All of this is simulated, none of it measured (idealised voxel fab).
process module | voxel ribs on slabs
Section cut is 265 nm wide and gridded with 5 nm square cells.
Notation: cross-section as square-cell grid; stated in bands, top first, going down; one or more cell rows per band. A band entry consists of two parts. The first gives the height of the band's top and the height of its bottom, in nm. The rest lists the band's materials from left to right, each with its width in nm. A single material labelled with the word "all across" fills the band from edge to edge, and the word "air" marks empty space. Convention: height 0 is the level below which the wafer, as received, is all one material. The lowest band does not terminate at the bottom but continues downward, represented as "from 0 down". The width entry "30..40" should be interpreted row by row: the top row of cells in the band takes the first number, the bottom row takes the second number, and the change between adjacent rows is uniform throughout. Reading "nothing changed" for a step: not a cell of the cross-section changed in it. In the "Closed void inventory" entry, you get each enclosed empty space of 8 cells or more, one with no open way to the top, written width x height at distance, distance from the left edge, in nm. Anything after a step's settings on that line? It's the simulator's own note about the step. Among the settings permitted on a step's line is "overlay nm"; applied to a step with a mask, it specifies the extent to which the mask lay to the right of its planned position, whereas a negative figure signifies a position to the left.

THESE ARE THE STEPS WE PLANNED FOR THE PROCESS
1,RECEIVE (material Si)
2,DIRECTIONAL_DEP (material SiO2; thk nm 20)
3,DIRECTIONAL_DEP (material polySi; thk nm 20)
4,DIRECTIONAL_DEP (material aC; thk nm 15)
5,PATTERN (tone cover; mask id RIB; material resist; width nm 20; thk nm 30; overlay nm 0)
6,DIRECTIONAL_ETCH (etch materials aC; depth nm 15)
7,STRIP (etch materials resist)
8,DIRECTIONAL_ETCH (etch materials polySi; depth nm 10)
9,STRIP (etch materials aC)
10,MASKED_ETCH (tone cover; mask id SLAB; width nm 50; etch materials polySi; depth nm 10; overlay nm 0)
11,FILL_DEP (material SiO2; thk nm 15)
12,CMP (height nm 50)
13,DIRECTIONAL_DEP (material W; thk nm 10)
14,MASKED_ETCH (tone cover; mask id HEATER; width nm 30; etch materials W; depth nm 10; overlay nm 0)
15,CONFORMAL_DEP (material SiN; thk nm 5)

CROSS-SECTION OF THE WAFER AS IT CAME TO US, I.E., ALREADY THROUGH STEP 1
from 0 down | Si all across
Closed void inventory: none

WAFER AT MODULE END, IN SECTION. BEGAN AS ABOVE, PLANNED AS ABOVE, RUN WITH ONE MISTAKE
from 65 to 60 | air=110; SiN=40; air=115
from 60 to 55 | air=110; SiN=5; W=30; SiN=5; air=115
from 55 to 50 | SiN=115; W=30; SiN=120
from 50 to 40 | SiO2 all across
from 40 to 30 | SiO2=105; polySi=15; SiO2=20; polySi=15; SiO2=110
from 30 to 20 | polySi all across
from 20 to 0 | SiO2 all across
from 0 down | Si all across
Closed void inventory: none
So what did we get wrong on this run? step 5 changed vs plan, executed as PATTERN (tone open; mask id RIB; material resist; width nm 20; thk nm 30; overlay nm 0)
